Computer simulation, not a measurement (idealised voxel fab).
This section sets out a process module, namely voxel capacitor over wiring.
In the cross-section labelled cut, the width is 225 nm and each square cell is 5 nm.
Reading order for cross-sections: top band down to bottom band. Underlying form: a grid of square cells. Band size: one or more rows of cells. Band: top and bottom heights (nm) first, top before bottom; then materials from left to right, widths in nm. "throughout" marks a sole material filling the band edge to edge. "blank" denotes empty space. Zero point of the height axis is 0; under it, received wafer = one material. Lowest band: continues down indefinitely, "0..down". Think of "30..40" as a width that walks from the first number to the second as you go down the band, top row to bottom row, taking equal-sized steps from row to row. Where a step carries "no change occurred", the cross-section came out of it unchanged, cell for cell. "Fully sealed cavities" lists enclosed empty spaces (at least 8 cells, no open path upward to the top), each as width x height at distance from the left edge, in nm. Note: text after step settings on the step line = simulator remark on that step. overlay nm: how far to the right of its planned place the mask lay on this masked step (negative: to the left).
The steps planned for the process are as follows
1 op RECEIVE | material Si
2 op CONFORMAL_DEP | material SiO2 | thk nm 15
3 op CONFORMAL_DEP | material SiCN | thk nm 5
4 op DIRECTIONAL_DEP | material SiO2 | thk nm 20
5 op PATTERN | tone open | mask id METAL_1 | material resist | width nm 30 | pitch nm 95 | thk nm 15 | overlay nm 0
6 op DIRECTIONAL_ETCH | etch materials SiO2 | depth nm 20
7 op DIRECTIONAL_ETCH | etch materials SiCN | depth nm 5
8 op STRIP | etch materials resist
9 op CONFORMAL_DEP | material TiN | thk nm 5
10 op FILL_DEP | material Cu | thk nm 10
11 op CMP | height nm 40
12 op EPI | material Ru | thk nm 5
13 op FILL_DEP | material SiCN | thk nm 5
14 op DIRECTIONAL_DEP | material lowk | thk nm 15
15 op MASKED_ETCH | tone open | mask id PLUG_1 | width nm 15 | etch materials lowk | depth nm 15 | overlay nm 0
16 op MASKED_ETCH | tone open | mask id PLUG_1 | width nm 15 | etch materials SiCN | depth nm 5 | overlay nm 0
17 op CONFORMAL_DEP | material TiN | thk nm 5
18 op FILL_DEP | material Ru | thk nm 10
19 op CMP | height nm 65
20 op DIRECTIONAL_DEP | material TiN | thk nm 5
21 op DIRECTIONAL_DEP | material SiN | thk nm 5
22 op DIRECTIONAL_DEP | material TiN | thk nm 10
23 op PATTERN | tone cover | mask id UPPER_PLATE | material resist | width nm 70 | thk nm 15 | overlay nm 0
24 op DIRECTIONAL_ETCH | etch materials TiN | depth nm 10
25 op DIRECTIONAL_ETCH | etch materials SiN | depth nm 5
26 op STRIP | etch materials resist
27 op PATTERN | tone cover | mask id LOWER_PLATE | material resist | width nm 80 | thk nm 20 | overlay nm 0
28 op DIRECTIONAL_ETCH | etch materials TiN | depth nm 5
29 op STRIP | etch materials resist
30 op FILL_DEP | material SiO2 | thk nm 20
31 op CMP | height nm 100
32 op DIRECTIONAL_DEP | material aC | thk nm 10
33 op PATTERN | tone open | mask id PLUG_2 | material resist | width nm 15 | thk nm 30 | overlay nm 0
34 op DIRECTIONAL_ETCH | etch materials aC | depth nm 10
35 op STRIP | etch materials resist
36 op DIRECTIONAL_ETCH | etch materials SiO2 | depth nm 15
37 op STRIP | etch materials aC
38 op CONFORMAL_DEP | material TiN | thk nm 5
39 op FILL_DEP | material W | thk nm 5
40 op CMP | height nm 100
41 op CONFORMAL_DEP | material SiCN | thk nm 5
Here's what the wafer looked like in cross-section when it arrived - that's after step 1
> 0..down | Si throughout
> Fully sealed cavities: none
Cross-sectional image of the first of two wafers at the end of the module, the run having proceeded as planned
> 105..100 | SiCN throughout
> 100..90 | 75 nm SiO2, then 5 nm TiN, then 5 nm W, then 5 nm TiN, then 135 nm SiO2
> 90..85 | 75 nm SiO2, then 15 nm TiN, then 135 nm SiO2
> 85..75 | 65 nm SiO2, then 70 nm TiN, then 90 nm SiO2
> 75..70 | 65 nm SiO2, then 70 nm SiN, then 90 nm SiO2
> 70..65 | 60 nm SiO2, then 80 nm TiN, then 85 nm SiO2
> 65..50 | 65 nm lowk, then 5 nm TiN, then 5 nm Ru, then 5 nm TiN, then 145 nm lowk
> 50..45 | 65 nm SiCN, then 15 nm TiN, then 145 nm SiCN
> 45..40 | 45 nm SiCN, then 40 nm Ru, then 55 nm SiCN, then 40 nm Ru, then 45 nm SiCN
> 40..20 | 50 nm SiO2, then 5 nm TiN, then 20 nm Cu, then 5 nm TiN, then 65 nm SiO2, then 5 nm TiN, then 20 nm Cu, then 5 nm TiN, then 50 nm SiO2
> 20..15 | 50 nm SiCN, then 30 nm TiN, then 65 nm SiCN, then 30 nm TiN, then 50 nm SiCN
> 15..0 | SiO2 throughout
> 0..down | Si throughout
> Fully sealed cavities: none
Wafer two cross-section, module end. Start and plan unchanged from wafer one; one mistake made during the run
> 105..100 | SiCN throughout
> 100..90 | 75 nm SiO2, then 5 nm TiN, then 5 nm W, then 5 nm TiN, then 135 nm SiO2
> 90..85 | 75 nm SiO2, then 15 nm TiN, then 135 nm SiO2
> 85..75 | 65 nm SiO2, then 70 nm TiN, then 90 nm SiO2
> 75..70 | 65 nm SiO2, then 70 nm SiN, then 90 nm SiO2
> 70..65 | SiCN throughout
> 65..50 | 65 nm lowk, then 5 nm TiN, then 5 nm Ru, then 5 nm TiN, then 145 nm lowk
> 50..45 | 65 nm SiCN, then 15 nm TiN, then 145 nm SiCN
> 45..40 | 45 nm SiCN, then 40 nm Ru, then 55 nm SiCN, then 40 nm Ru, then 45 nm SiCN
> 40..20 | 50 nm SiO2, then 5 nm TiN, then 20 nm Cu, then 5 nm TiN, then 65 nm SiO2, then 5 nm TiN, then 20 nm Cu, then 5 nm TiN, then 50 nm SiO2
> 20..15 | 50 nm SiCN, then 30 nm TiN, then 65 nm SiCN, then 30 nm TiN, then 50 nm SiCN
> 15..0 | SiO2 throughout
> 0..down | Si throughout
> Fully sealed cavities: none
Diagnosis: so step 20 ended up running with a different setting than we planned, it ran as op DIRECTIONAL_DEP | material SiCN | thk nm 5
Final comparison by cell count, materials where the second wafer has more or fewer than the first: SiCN: 45 more, SiO2: 29 fewer, TiN: 16 fewer
